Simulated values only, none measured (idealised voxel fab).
Process module in this document: voxel transistor to metal
Section shown: cut. Width: 175 nm. Cell size: 5 nm, square.
In this document a cross-section is written as a grid of square cells. It is given as a series of bands, listed from the top down, and a band is one or more rows of cells.
In this notation a band is specified by the heights of its top and bottom, in that order and in nm, after which its materials appear from left to right, each paired with its width in nm. The word "edge to edge" attached to a single material means that material fills the band from edge to edge; the word "blank" stands for empty space.
The reference from which all heights are counted is 0, the level beneath which the as-received wafer is entirely one material; the lowest band, having no lower bound, proceeds downward and is written after the example "z 0 and below".
Quick explanation for "30 to 40": the width changes in equal steps down the rows of cells, from the first number in the band's top row to the second number in its bottom row.
Any step labelled "nothing changed" changed none of the cells in the cross-section.
"Closed cavities" lists enclosed empty spaces (at least 8 cells, no open path upward to the top), each as width x height at distance from the left edge, in nm.
It should be noted that, on the line of a given step, the content following the step's settings is a remark produced by the simulator itself with respect to that step.
overlay nm: right-of-plan distance of the mask on a masked step; negative values mean left-of-plan.
BELOW IS THE LIST OF PLANNED PROCESS STEPS
step 1: RECEIVE | material Si
step 2: CONFORMAL_DEP | material SiO2 | thk nm 5
step 3: CONFORMAL_DEP | material SiN | thk nm 10
step 4: DIRECTIONAL_DEP | material aC | thk nm 15
step 5: PATTERN | tone cover | mask id ACTIVE | material resist | width nm 115 | thk nm 35 | overlay nm 0
step 6: DIRECTIONAL_ETCH | etch materials aC | depth nm 15
step 7: STRIP | etch materials resist
step 8: DIRECTIONAL_ETCH | etch materials SiN | depth nm 10
step 9: DIRECTIONAL_ETCH | etch materials SiO2 | depth nm 5
step 10: DIRECTIONAL_ETCH | etch materials Si | depth nm 35
step 11: STRIP | etch materials aC
step 12: OXIDIZE | depth nm 5
step 13: FILL_DEP | material SiO2 | thk nm 10
step 14: CMP | height nm 15
step 15: SELECTIVE_ETCH | etch materials SiO2 | depth nm 5
step 16: STRIP | etch materials SiN
step 17: SELECTIVE_ETCH | etch materials SiO2 | depth nm 5
step 18: OXIDIZE | depth nm 5
step 19: DIRECTIONAL_DEP | material polySi | thk nm 30
step 20: DIRECTIONAL_DEP | material SiCN | thk nm 10
step 21: DIRECTIONAL_DEP | material aC | thk nm 15
step 22: PATTERN | tone cover | mask id GATE | material resist | width nm 25 | thk nm 30 | overlay nm 0
step 23: DIRECTIONAL_ETCH | etch materials aC | depth nm 15
step 24: STRIP | etch materials resist
step 25: DIRECTIONAL_ETCH | etch materials SiCN | depth nm 20
step 26: DIRECTIONAL_ETCH | etch materials polySi | depth nm 40
step 27: STRIP | etch materials aC
step 28: CONFORMAL_DEP | material SiN | thk nm 10
step 29: DIRECTIONAL_ETCH | etch materials SiN | depth nm 10
step 30: DIRECTIONAL_ETCH | etch materials SiO2 | depth nm 5
step 31: DIRECTIONAL_ETCH | etch materials Si | depth nm 5
step 32: EPI | material pSi | thk nm 5
step 33: FILL_DEP | material SiO2 | thk nm 5
step 34: CMP | height nm 30
step 35: STRIP | etch materials polySi
step 36: SELECTIVE_ETCH | etch materials SiO2 | depth nm 5
step 37: CONFORMAL_DEP | material HfO2 | thk nm 5
step 38: CONFORMAL_DEP | material TiN | thk nm 5
step 39: FILL_DEP | material W | thk nm 10
step 40: CMP | height nm 25
step 41: DIRECTIONAL_DEP | material SiO2 | thk nm 15
step 42: DIRECTIONAL_DEP | material aC | thk nm 15
step 43: PATTERN | tone open | mask id CONTACT | material resist | width nm 15 | pitch nm 80 | thk nm 35 | overlay nm 0
step 44: DIRECTIONAL_ETCH | etch materials aC | depth nm 15
step 45: STRIP | etch materials resist
step 46: DIRECTIONAL_ETCH | etch materials SiO2 | depth nm 45
step 47: STRIP | etch materials aC
step 48: CONFORMAL_DEP | material TiN | thk nm 5
step 49: FILL_DEP | material Ru | thk nm 10
step 50: CMP | height nm 40
step 51: DIRECTIONAL_DEP | material TiN | thk nm 5
step 52: DIRECTIONAL_DEP | material W | thk nm 15
step 53: MASKED_ETCH | tone cover | mask id METAL_1 | width nm 15 | pitch nm 80 | etch materials W | depth nm 15 | overlay nm 0
step 54: MASKED_ETCH | tone cover | mask id METAL_1 | width nm 15 | pitch nm 80 | etch materials TiN | depth nm 5 | overlay nm 0
step 55: CONFORMAL_DEP | material SiN | thk nm 5
step 56: FILL_DEP | material SiO2 | thk nm 10
step 57: CMP | height nm 60
step 58: CONFORMAL_DEP | material SiCN | thk nm 5
OF TWO WAFERS, THE FIRST: RUN ACCORDING TO PLAN
CROSS-SECTION OF THE WAFER AT RECEIPT, WHICH IS THE CONDITION AFTER STEP 1
z 0 and below = Si edge to edge
Closed cavities: none
AFTER STEP 2: WAFER CROSS-SECTION
z 5 to 0 = SiO2 edge to edge
Under 0: no change, same as before.
AFTER STEP 3: WAFER CROSS-SECTION
z 15 to 5 = SiN edge to edge
Under 5: no change, same as before.
AFTER STEP 4: WAFER CROSS-SECTION
z 30 to 15 = aC edge to edge
Under 15: no change, same as before.
AFTER STEP 5: WAFER CROSS-SECTION
z 65 to 30 = blank 30 nm  resist 115 nm  blank 30 nm
Under 30: no change, same as before.
AFTER STEP 6: WAFER CROSS-SECTION
z 50 to 30 = blank 30 nm  resist 115 nm  blank 30 nm
z 30 to 15 = blank 30 nm  aC 115 nm  blank 30 nm
Under 15: no change, same as before.
AFTER STEP 7: WAFER CROSS-SECTION
z 30 to 15 = blank 30 nm  aC 115 nm  blank 30 nm
Under 15: no change, same as before.
AFTER STEP 8: WAFER CROSS-SECTION
z 30 to 15 = blank 30 nm  aC 115 nm  blank 30 nm
z 15 to 5 = blank 30 nm  SiN 115 nm  blank 30 nm
Under 5: no change, same as before.
AFTER STEP 9: WAFER CROSS-SECTION
z 30 to 15 = blank 30 nm  aC 115 nm  blank 30 nm
z 15 to 5 = blank 30 nm  SiN 115 nm  blank 30 nm
z 5 to 0 = blank 30 nm  SiO2 115 nm  blank 30 nm
Under 0: no change, same as before.
AFTER STEP 10: WAFER CROSS-SECTION
z 30 to 15 = blank 30 nm  aC 115 nm  blank 30 nm
z 15 to 5 = blank 30 nm  SiN 115 nm  blank 30 nm
z 5 to 0 = blank 30 nm  SiO2 115 nm  blank 30 nm
z 0 to -35 = blank 30 nm  Si 115 nm  blank 30 nm
Under -35: no change, same as before.
AFTER STEP 11: WAFER CROSS-SECTION
z 15 to 5 = blank 30 nm  SiN 115 nm  blank 30 nm
Under 5: no change, same as before.
AFTER STEP 12: WAFER CROSS-SECTION
z 15 to 5 = blank 30 nm  SiN 115 nm  blank 30 nm
z 5 to 0 = blank 30 nm  SiO2 115 nm  blank 30 nm
z 0 to -35 = blank 30 nm  SiO2 5 nm  Si 105 nm  SiO2 5 nm  blank 30 nm
z -35 to -40 = SiO2 35 nm  Si 105 nm  SiO2 35 nm
Under -40: no change, same as before.
AFTER STEP 13: WAFER CROSS-SECTION
z 25 to 15 = SiO2 edge to edge
z 15 to 5 = SiO2 30 nm  SiN 115 nm  SiO2 30 nm
z 5 to 0 = SiO2 edge to edge
z 0 to -40 = SiO2 35 nm  Si 105 nm  SiO2 35 nm
Under -40: no change, same as before.
AFTER STEP 14: WAFER CROSS-SECTION
z 15 to 5 = SiO2 30 nm  SiN 115 nm  SiO2 30 nm
Under 5: no change, same as before.
AFTER STEP 15: WAFER CROSS-SECTION
z 15 to 10 = blank 30 nm  SiN 115 nm  blank 30 nm
Under 10: no change, same as before.
AFTER STEP 16: WAFER CROSS-SECTION
z 10 to 5 = SiO2 30 nm  blank 115 nm  SiO2 30 nm
Under 5: no change, same as before.
AFTER STEP 17: WAFER CROSS-SECTION
z 5 to 0 = SiO2 25 nm  blank 125 nm  SiO2 25 nm
Under 0: no change, same as before.
AFTER STEP 18: WAFER CROSS-SECTION
z 5 to 0 = SiO2 25 nm  blank 125 nm  SiO2 25 nm
z 0 to -5 = SiO2 edge to edge
Under -5: no change, same as before.
AFTER STEP 19: WAFER CROSS-SECTION
z 35 to 30 = polySi 25 nm  blank 125 nm  polySi 25 nm
z 30 to 5 = polySi edge to edge
z 5 to 0 = SiO2 25 nm  polySi 125 nm  SiO2 25 nm
Under 0: no change, same as before.
AFTER STEP 20: WAFER CROSS-SECTION
z 45 to 40 = SiCN 25 nm  blank 125 nm  SiCN 25 nm
z 40 to 35 = SiCN edge to edge
z 35 to 30 = polySi 25 nm  SiCN 125 nm  polySi 25 nm
Under 30: no change, same as before.
AFTER STEP 21: WAFER CROSS-SECTION
z 60 to 55 = aC 25 nm  blank 125 nm  aC 25 nm
z 55 to 45 = aC edge to edge
z 45 to 40 = SiCN 25 nm  aC 125 nm  SiCN 25 nm
Under 40: no change, same as before.
AFTER STEP 22: WAFER CROSS-SECTION
z 90 to 60 = blank 75 nm  resist 25 nm  blank 75 nm
z 60 to 55 = aC 25 nm  blank 50 nm  resist 25 nm  blank 50 nm  aC 25 nm
Under 55: no change, same as before.
AFTER STEP 23: WAFER CROSS-SECTION
z 75 to 55 = blank 75 nm  resist 25 nm  blank 75 nm
z 55 to 45 = blank 75 nm  aC 25 nm  blank 75 nm
z 45 to 40 = SiCN 25 nm  blank 50 nm  aC 25 nm  blank 50 nm  SiCN 25 nm
Under 40: no change, same as before.
AFTER STEP 24: WAFER CROSS-SECTION
z 55 to 45 = blank 75 nm  aC 25 nm  blank 75 nm
Under 45: no change, same as before.
AFTER STEP 25: WAFER CROSS-SECTION
z 55 to 40 = blank 75 nm  aC 25 nm  blank 75 nm
z 40 to 35 = blank 75 nm  SiCN 25 nm  blank 75 nm
z 35 to 30 = polySi 25 nm  blank 50 nm  SiCN 25 nm  blank 50 nm  polySi 25 nm
Under 30: no change, same as before.
AFTER STEP 26: WAFER CROSS-SECTION
z 55 to 40 = blank 75 nm  aC 25 nm  blank 75 nm
z 40 to 30 = blank 75 nm  SiCN 25 nm  blank 75 nm
z 30 to 5 = blank 75 nm  polySi 25 nm  blank 75 nm
z 5 to 0 = SiO2 25 nm  blank 50 nm  polySi 25 nm  blank 50 nm  SiO2 25 nm
Under 0: no change, same as before.
AFTER STEP 27: WAFER CROSS-SECTION
z 40 to 30 = blank 75 nm  SiCN 25 nm  blank 75 nm
Under 30: no change, same as before.
AFTER STEP 28: WAFER CROSS-SECTION
z 50 to 40 = blank 65 nm  SiN 45 nm  blank 65 nm
z 40 to 30 = blank 65 nm  SiN 10 nm  SiCN 25 nm  SiN 10 nm  blank 65 nm
z 30 to 15 = blank 65 nm  SiN 10 nm  polySi 25 nm  SiN 10 nm  blank 65 nm
z 15 to 10 = SiN 35 nm  blank 30 nm  SiN 10 nm  polySi 25 nm  SiN 10 nm  blank 30 nm  SiN 35 nm
z 10 to 5 = SiN 75 nm  polySi 25 nm  SiN 75 nm
z 5 to 0 = SiO2 25 nm  SiN 50 nm  polySi 25 nm  SiN 50 nm  SiO2 25 nm
Under 0: no change, same as before.
AFTER STEP 29: WAFER CROSS-SECTION
z 40 to 30 = blank 65 nm  SiN 10 nm  SiCN 25 nm  SiN 10 nm  blank 65 nm
z 30 to 5 = blank 65 nm  SiN 10 nm  polySi 25 nm  SiN 10 nm  blank 65 nm
z 5 to 0 = SiO2 25 nm  SiN 10 nm  blank 30 nm  SiN 10 nm  polySi 25 nm  SiN 10 nm  blank 30 nm  SiN 10 nm  SiO2 25 nm
Under 0: no change, same as before.
AFTER STEP 30: WAFER CROSS-SECTION
z 40 to 30 = blank 65 nm  SiN 10 nm  SiCN 25 nm  SiN 10 nm  blank 65 nm
z 30 to 5 = blank 65 nm  SiN 10 nm  polySi 25 nm  SiN 10 nm  blank 65 nm
z 5 to 0 = blank 25 nm  SiN 10 nm  blank 30 nm  SiN 10 nm  polySi 25 nm  SiN 10 nm  blank 30 nm  SiN 10 nm  blank 25 nm
z 0 to -5 = SiO2 35 nm  blank 30 nm  SiO2 45 nm  blank 30 nm  SiO2 35 nm
Under -5: no change, same as before.
AFTER STEP 31: WAFER CROSS-SECTION
z 40 to 30 = blank 65 nm  SiN 10 nm  SiCN 25 nm  SiN 10 nm  blank 65 nm
z 30 to 5 = blank 65 nm  SiN 10 nm  polySi 25 nm  SiN 10 nm  blank 65 nm
z 5 to 0 = blank 25 nm  SiN 10 nm  blank 30 nm  SiN 10 nm  polySi 25 nm  SiN 10 nm  blank 30 nm  SiN 10 nm  blank 25 nm
z 0 to -5 = SiO2 35 nm  blank 30 nm  SiO2 45 nm  blank 30 nm  SiO2 35 nm
z -5 to -10 = SiO2 35 nm  blank 30 nm  Si 45 nm  blank 30 nm  SiO2 35 nm
Under -10: no change, same as before.
AFTER STEP 32: WAFER CROSS-SECTION
z 40 to 30 = blank 65 nm  SiN 10 nm  SiCN 25 nm  SiN 10 nm  blank 65 nm
z 30 to 5 = blank 65 nm  SiN 10 nm  polySi 25 nm  SiN 10 nm  blank 65 nm
z 5 to 0 = blank 25 nm  SiN 10 nm  blank 30 nm  SiN 10 nm  polySi 25 nm  SiN 10 nm  blank 30 nm  SiN 10 nm  blank 25 nm
z 0 to -5 = SiO2 35 nm  blank 25 nm  pSi 5 nm  SiO2 45 nm  pSi 5 nm  blank 25 nm  SiO2 35 nm
z -5 to -10 = SiO2 35 nm  pSi 30 nm  Si 45 nm  pSi 30 nm  SiO2 35 nm
Under -10: no change, same as before.
AFTER STEP 33: WAFER CROSS-SECTION
z 45 to 40 = SiO2 edge to edge
z 40 to 30 = SiO2 65 nm  SiN 10 nm  SiCN 25 nm  SiN 10 nm  SiO2 65 nm
z 30 to 5 = SiO2 65 nm  SiN 10 nm  polySi 25 nm  SiN 10 nm  SiO2 65 nm
z 5 to 0 = SiO2 25 nm  SiN 10 nm  SiO2 30 nm  SiN 10 nm  polySi 25 nm  SiN 10 nm  SiO2 30 nm  SiN 10 nm  SiO2 25 nm
z 0 to -5 = SiO2 60 nm  pSi 5 nm  SiO2 45 nm  pSi 5 nm  SiO2 60 nm
Under -5: no change, same as before.
AFTER STEP 34: WAFER CROSS-SECTION
z 30 to 5 = SiO2 65 nm  SiN 10 nm  polySi 25 nm  SiN 10 nm  SiO2 65 nm
Under 5: no change, same as before.
AFTER STEP 35: WAFER CROSS-SECTION
z 30 to 5 = SiO2 65 nm  SiN 10 nm  blank 25 nm  SiN 10 nm  SiO2 65 nm
z 5 to 0 = SiO2 25 nm  SiN 10 nm  SiO2 30 nm  SiN 10 nm  blank 25 nm  SiN 10 nm  SiO2 30 nm  SiN 10 nm  SiO2 25 nm
Under 0: no change, same as before.
AFTER STEP 36: WAFER CROSS-SECTION
z 30 to 25 = blank 65 nm  SiN 10 nm  blank 25 nm  SiN 10 nm  blank 65 nm
z 25 to 5 = SiO2 65 nm  SiN 10 nm  blank 25 nm  SiN 10 nm  SiO2 65 nm
z 5 to 0 = SiO2 25 nm  SiN 10 nm  SiO2 30 nm  SiN 10 nm  blank 25 nm  SiN 10 nm  SiO2 30 nm  SiN 10 nm  SiO2 25 nm
z 0 to -5 = SiO2 60 nm  pSi 5 nm  SiO2 5 nm  blank 35 nm  SiO2 5 nm  pSi 5 nm  SiO2 60 nm
Under -5: no change, same as before.
AFTER STEP 37: WAFER CROSS-SECTION
z 35 to 30 = blank 60 nm  HfO2 20 nm  blank 15 nm  HfO2 20 nm  blank 60 nm
z 30 to 25 = HfO2 65 nm  SiN 10 nm  HfO2 5 nm  blank 15 nm  HfO2 5 nm  SiN 10 nm  HfO2 65 nm
z 25 to 5 = SiO2 65 nm  SiN 10 nm  HfO2 5 nm  blank 15 nm  HfO2 5 nm  SiN 10 nm  SiO2 65 nm
z 5 to 0 = SiO2 25 nm  SiN 10 nm  SiO2 30 nm  SiN 10 nm  HfO2 5 nm  blank 15 nm  HfO2 5 nm  SiN 10 nm  SiO2 30 nm  SiN 10 nm  SiO2 25 nm
z 0 to -5 = SiO2 60 nm  pSi 5 nm  SiO2 5 nm  HfO2 35 nm  SiO2 5 nm  pSi 5 nm  SiO2 60 nm
Under -5: no change, same as before.
AFTER STEP 38: WAFER CROSS-SECTION
z 40 to 35 = blank 55 nm  TiN 30 nm  blank 5 nm  TiN 30 nm  blank 55 nm
z 35 to 30 = TiN 60 nm  HfO2 20 nm  TiN 5 nm  blank 5 nm  TiN 5 nm  HfO2 20 nm  TiN 60 nm
z 30 to 25 = HfO2 65 nm  SiN 10 nm  HfO2 5 nm  TiN 5 nm  blank 5 nm  TiN 5 nm  HfO2 5 nm  SiN 10 nm  HfO2 65 nm
z 25 to 5 = SiO2 65 nm  SiN 10 nm  HfO2 5 nm  TiN 5 nm  blank 5 nm  TiN 5 nm  HfO2 5 nm  SiN 10 nm  SiO2 65 nm
z 5 to 0 = SiO2 25 nm  SiN 10 nm  SiO2 30 nm  SiN 10 nm  HfO2 5 nm  TiN 15 nm  HfO2 5 nm  SiN 10 nm  SiO2 30 nm  SiN 10 nm  SiO2 25 nm
Under 0: no change, same as before.
AFTER STEP 39: WAFER CROSS-SECTION
z 50 to 40 = W edge to edge
z 40 to 35 = W 55 nm  TiN 30 nm  W 5 nm  TiN 30 nm  W 55 nm
z 35 to 30 = TiN 60 nm  HfO2 20 nm  TiN 5 nm  W 5 nm  TiN 5 nm  HfO2 20 nm  TiN 60 nm
z 30 to 25 = HfO2 65 nm  SiN 10 nm  HfO2 5 nm  TiN 5 nm  W 5 nm  TiN 5 nm  HfO2 5 nm  SiN 10 nm  HfO2 65 nm
z 25 to 5 = SiO2 65 nm  SiN 10 nm  HfO2 5 nm  TiN 5 nm  W 5 nm  TiN 5 nm  HfO2 5 nm  SiN 10 nm  SiO2 65 nm
Under 5: no change, same as before.
AFTER STEP 40: WAFER CROSS-SECTION
z 25 to 5 = SiO2 65 nm  SiN 10 nm  HfO2 5 nm  TiN 5 nm  W 5 nm  TiN 5 nm  HfO2 5 nm  SiN 10 nm  SiO2 65 nm
Under 5: no change, same as before.
AFTER STEP 41: WAFER CROSS-SECTION
z 40 to 25 = SiO2 edge to edge
Under 25: no change, same as before.
AFTER STEP 42: WAFER CROSS-SECTION
z 55 to 40 = aC edge to edge
Under 40: no change, same as before.
AFTER STEP 43: WAFER CROSS-SECTION
z 90 to 55 = resist 40 nm  blank 15 nm  resist 65 nm  blank 15 nm  resist 40 nm
Under 55: no change, same as before.
AFTER STEP 44: WAFER CROSS-SECTION
z 75 to 55 = resist 40 nm  blank 15 nm  resist 65 nm  blank 15 nm  resist 40 nm
z 55 to 40 = aC 40 nm  blank 15 nm  aC 65 nm  blank 15 nm  aC 40 nm
Under 40: no change, same as before.
AFTER STEP 45: WAFER CROSS-SECTION
z 55 to 40 = aC 40 nm  blank 15 nm  aC 65 nm  blank 15 nm  aC 40 nm
Under 40: no change, same as before.
AFTER STEP 46: WAFER CROSS-SECTION
z 55 to 40 = aC 40 nm  blank 15 nm  aC 65 nm  blank 15 nm  aC 40 nm
z 40 to 25 = SiO2 40 nm  blank 15 nm  SiO2 65 nm  blank 15 nm  SiO2 40 nm
z 25 to 5 = SiO2 40 nm  blank 15 nm  SiO2 10 nm  SiN 10 nm  HfO2 5 nm  TiN 5 nm  W 5 nm  TiN 5 nm  HfO2 5 nm  SiN 10 nm  SiO2 10 nm  blank 15 nm  SiO2 40 nm
z 5 to 0 = SiO2 25 nm  SiN 10 nm  SiO2 5 nm  blank 15 nm  SiO2 10 nm  SiN 10 nm  HfO2 5 nm  TiN 15 nm  HfO2 5 nm  SiN 10 nm  SiO2 10 nm  blank 15 nm  SiO2 5 nm  SiN 10 nm  SiO2 25 nm
z 0 to -5 = SiO2 40 nm  blank 15 nm  SiO2 5 nm  pSi 5 nm  SiO2 5 nm  HfO2 35 nm  SiO2 5 nm  pSi 5 nm  SiO2 5 nm  blank 15 nm  SiO2 40 nm
Under -5: no change, same as before.
AFTER STEP 47: WAFER CROSS-SECTION
z 40 to 25 = SiO2 40 nm  blank 15 nm  SiO2 65 nm  blank 15 nm  SiO2 40 nm
Under 25: no change, same as before.
AFTER STEP 48: WAFER CROSS-SECTION
z 45 to 40 = TiN 45 nm  blank 5 nm  TiN 75 nm  blank 5 nm  TiN 45 nm
z 40 to 25 = SiO2 40 nm  TiN 5 nm  blank 5 nm  TiN 5 nm  SiO2 65 nm  TiN 5 nm  blank 5 nm  TiN 5 nm  SiO2 40 nm
z 25 to 5 = SiO2 40 nm  TiN 5 nm  blank 5 nm  TiN 5 nm  SiO2 10 nm  SiN 10 nm  HfO2 5 nm  TiN 5 nm  W 5 nm  TiN 5 nm  HfO2 5 nm  SiN 10 nm  SiO2 10 nm  TiN 5 nm  blank 5 nm  TiN 5 nm  SiO2 40 nm
z 5 to 0 = SiO2 25 nm  SiN 10 nm  SiO2 5 nm  TiN 5 nm  blank 5 nm  TiN 5 nm  SiO2 10 nm  SiN 10 nm  HfO2 5 nm  TiN 15 nm  HfO2 5 nm  SiN 10 nm  SiO2 10 nm  TiN 5 nm  blank 5 nm  TiN 5 nm  SiO2 5 nm  SiN 10 nm  SiO2 25 nm
z 0 to -5 = SiO2 40 nm  TiN 15 nm  SiO2 5 nm  pSi 5 nm  SiO2 5 nm  HfO2 35 nm  SiO2 5 nm  pSi 5 nm  SiO2 5 nm  TiN 15 nm  SiO2 40 nm
Under -5: no change, same as before.
AFTER STEP 49: WAFER CROSS-SECTION
z 55 to 45 = Ru edge to edge
z 45 to 40 = TiN 45 nm  Ru 5 nm  TiN 75 nm  Ru 5 nm  TiN 45 nm
z 40 to 25 = SiO2 40 nm  TiN 5 nm  Ru 5 nm  TiN 5 nm  SiO2 65 nm  TiN 5 nm  Ru 5 nm  TiN 5 nm  SiO2 40 nm
z 25 to 5 = SiO2 40 nm  TiN 5 nm  Ru 5 nm  TiN 5 nm  SiO2 10 nm  SiN 10 nm  HfO2 5 nm  TiN 5 nm  W 5 nm  TiN 5 nm  HfO2 5 nm  SiN 10 nm  SiO2 10 nm  TiN 5 nm  Ru 5 nm  TiN 5 nm  SiO2 40 nm
z 5 to 0 = SiO2 25 nm  SiN 10 nm  SiO2 5 nm  TiN 5 nm  Ru 5 nm  TiN 5 nm  SiO2 10 nm  SiN 10 nm  HfO2 5 nm  TiN 15 nm  HfO2 5 nm  SiN 10 nm  SiO2 10 nm  TiN 5 nm  Ru 5 nm  TiN 5 nm  SiO2 5 nm  SiN 10 nm  SiO2 25 nm
Under 0: no change, same as before.
AFTER STEP 50: WAFER CROSS-SECTION
z 40 to 25 = SiO2 40 nm  TiN 5 nm  Ru 5 nm  TiN 5 nm  SiO2 65 nm  TiN 5 nm  Ru 5 nm  TiN 5 nm  SiO2 40 nm
Under 25: no change, same as before.
AFTER STEP 51: WAFER CROSS-SECTION
z 45 to 40 = TiN edge to edge
Under 40: no change, same as before.
AFTER STEP 52: WAFER CROSS-SECTION
z 60 to 45 = W edge to edge
Under 45: no change, same as before.
AFTER STEP 53: WAFER CROSS-SECTION
z 60 to 45 = blank 40 nm  W 15 nm  blank 65 nm  W 15 nm  blank 40 nm
Under 45: no change, same as before.
AFTER STEP 54: WAFER CROSS-SECTION
z 60 to 45 = blank 40 nm  W 15 nm  blank 65 nm  W 15 nm  blank 40 nm
z 45 to 40 = blank 40 nm  TiN 15 nm  blank 65 nm  TiN 15 nm  blank 40 nm
Under 40: no change, same as before.
AFTER STEP 55: WAFER CROSS-SECTION
z 65 to 60 = blank 35 nm  SiN 25 nm  blank 55 nm  SiN 25 nm  blank 35 nm
z 60 to 45 = blank 35 nm  SiN 5 nm  W 15 nm  SiN 5 nm  blank 55 nm  SiN 5 nm  W 15 nm  SiN 5 nm  blank 35 nm
z 45 to 40 = SiN 40 nm  TiN 15 nm  SiN 65 nm  TiN 15 nm  SiN 40 nm
Under 40: no change, same as before.
AFTER STEP 56: WAFER CROSS-SECTION
z 75 to 65 = SiO2 edge to edge
z 65 to 60 = SiO2 35 nm  SiN 25 nm  SiO2 55 nm  SiN 25 nm  SiO2 35 nm
z 60 to 45 = SiO2 35 nm  SiN 5 nm  W 15 nm  SiN 5 nm  SiO2 55 nm  SiN 5 nm  W 15 nm  SiN 5 nm  SiO2 35 nm
Under 45: no change, same as before.
AFTER STEP 57: WAFER CROSS-SECTION
z 60 to 45 = SiO2 35 nm  SiN 5 nm  W 15 nm  SiN 5 nm  SiO2 55 nm  SiN 5 nm  W 15 nm  SiN 5 nm  SiO2 35 nm
Under 45: no change, same as before.
AFTER STEP 58: WAFER CROSS-SECTION
z 65 to 60 = SiCN edge to edge
Under 60: no change, same as before.
WAFER TWO. SAME START, SAME PLAN, ONE SLIP IN EXECUTION. SAME AS WAFER ONE THROUGH STEP 47, INCLUSIVE
CROSS-SECTION: SECOND WAFER, TIME AT WHICH STEP 48 WAS SCHEDULED TO END
z 45 to 40 = aC 45 nm  blank 5 nm  aC 75 nm  blank 5 nm  aC 45 nm
z 40 to 25 = SiO2 40 nm  aC 5 nm  blank 5 nm  aC 5 nm  SiO2 65 nm  aC 5 nm  blank 5 nm  aC 5 nm  SiO2 40 nm
z 25 to 5 = SiO2 40 nm  aC 5 nm  blank 5 nm  aC 5 nm  SiO2 10 nm  SiN 10 nm  HfO2 5 nm  TiN 5 nm  W 5 nm  TiN 5 nm  HfO2 5 nm  SiN 10 nm  SiO2 10 nm  aC 5 nm  blank 5 nm  aC 5 nm  SiO2 40 nm
z 5 to 0 = SiO2 25 nm  SiN 10 nm  SiO2 5 nm  aC 5 nm  blank 5 nm  aC 5 nm  SiO2 10 nm  SiN 10 nm  HfO2 5 nm  TiN 15 nm  HfO2 5 nm  SiN 10 nm  SiO2 10 nm  aC 5 nm  blank 5 nm  aC 5 nm  SiO2 5 nm  SiN 10 nm  SiO2 25 nm
z 0 to -5 = SiO2 40 nm  aC 15 nm  SiO2 5 nm  pSi 5 nm  SiO2 5 nm  HfO2 35 nm  SiO2 5 nm  pSi 5 nm  SiO2 5 nm  aC 15 nm  SiO2 40 nm
Under -5: no change, same as before.
CROSS-SECTION: SECOND WAFER, TIME AT WHICH STEP 49 WAS SCHEDULED TO END
z 55 to 45 = Ru edge to edge
z 45 to 40 = aC 45 nm  Ru 5 nm  aC 75 nm  Ru 5 nm  aC 45 nm
z 40 to 25 = SiO2 40 nm  aC 5 nm  Ru 5 nm  aC 5 nm  SiO2 65 nm  aC 5 nm  Ru 5 nm  aC 5 nm  SiO2 40 nm
z 25 to 5 = SiO2 40 nm  aC 5 nm  Ru 5 nm  aC 5 nm  SiO2 10 nm  SiN 10 nm  HfO2 5 nm  TiN 5 nm  W 5 nm  TiN 5 nm  HfO2 5 nm  SiN 10 nm  SiO2 10 nm  aC 5 nm  Ru 5 nm  aC 5 nm  SiO2 40 nm
z 5 to 0 = SiO2 25 nm  SiN 10 nm  SiO2 5 nm  aC 5 nm  Ru 5 nm  aC 5 nm  SiO2 10 nm  SiN 10 nm  HfO2 5 nm  TiN 15 nm  HfO2 5 nm  SiN 10 nm  SiO2 10 nm  aC 5 nm  Ru 5 nm  aC 5 nm  SiO2 5 nm  SiN 10 nm  SiO2 25 nm
Under 0: no change, same as before.
CROSS-SECTION: SECOND WAFER, TIME AT WHICH STEP 50 WAS SCHEDULED TO END
z 40 to 25 = SiO2 40 nm  aC 5 nm  Ru 5 nm  aC 5 nm  SiO2 65 nm  aC 5 nm  Ru 5 nm  aC 5 nm  SiO2 40 nm
Under 25: no change, same as before.
CROSS-SECTION: SECOND WAFER, TIME AT WHICH STEP 51 WAS SCHEDULED TO END
z 45 to 40 = TiN edge to edge
Under 40: no change, same as before.
CROSS-SECTION: SECOND WAFER, TIME AT WHICH STEP 52 WAS SCHEDULED TO END
z 60 to 45 = W edge to edge
Under 45: no change, same as before.
CROSS-SECTION: SECOND WAFER, TIME AT WHICH STEP 53 WAS SCHEDULED TO END
z 60 to 45 = blank 40 nm  W 15 nm  blank 65 nm  W 15 nm  blank 40 nm
Under 45: no change, same as before.
CROSS-SECTION: SECOND WAFER, TIME AT WHICH STEP 54 WAS SCHEDULED TO END
z 60 to 45 = blank 40 nm  W 15 nm  blank 65 nm  W 15 nm  blank 40 nm
z 45 to 40 = blank 40 nm  TiN 15 nm  blank 65 nm  TiN 15 nm  blank 40 nm
Under 40: no change, same as before.
CROSS-SECTION: SECOND WAFER, TIME AT WHICH STEP 55 WAS SCHEDULED TO END
z 65 to 60 = blank 35 nm  SiN 25 nm  blank 55 nm  SiN 25 nm  blank 35 nm
z 60 to 45 = blank 35 nm  SiN 5 nm  W 15 nm  SiN 5 nm  blank 55 nm  SiN 5 nm  W 15 nm  SiN 5 nm  blank 35 nm
z 45 to 40 = SiN 40 nm  TiN 15 nm  SiN 65 nm  TiN 15 nm  SiN 40 nm
Under 40: no change, same as before.
CROSS-SECTION: SECOND WAFER, TIME AT WHICH STEP 56 WAS SCHEDULED TO END
z 75 to 65 = SiO2 edge to edge
z 65 to 60 = SiO2 35 nm  SiN 25 nm  SiO2 55 nm  SiN 25 nm  SiO2 35 nm
z 60 to 45 = SiO2 35 nm  SiN 5 nm  W 15 nm  SiN 5 nm  SiO2 55 nm  SiN 5 nm  W 15 nm  SiN 5 nm  SiO2 35 nm
Under 45: no change, same as before.
CROSS-SECTION: SECOND WAFER, TIME AT WHICH STEP 57 WAS SCHEDULED TO END
z 60 to 45 = SiO2 35 nm  SiN 5 nm  W 15 nm  SiN 5 nm  SiO2 55 nm  SiN 5 nm  W 15 nm  SiN 5 nm  SiO2 35 nm
Under 45: no change, same as before.
CROSS-SECTION: SECOND WAFER, TIME AT WHICH STEP 58 WAS SCHEDULED TO END
z 65 to 60 = SiCN edge to edge
Under 60: no change, same as before.
The mistake made against the process plan was this: step 48 off recipe, ran as CONFORMAL_DEP | material aC | thk nm 5
It is noted that, at the conclusion of processing, the second wafer exhibits a higher or lower cell count for certain materials relative to the first: TiN: 38 fewer; aC: 38 more
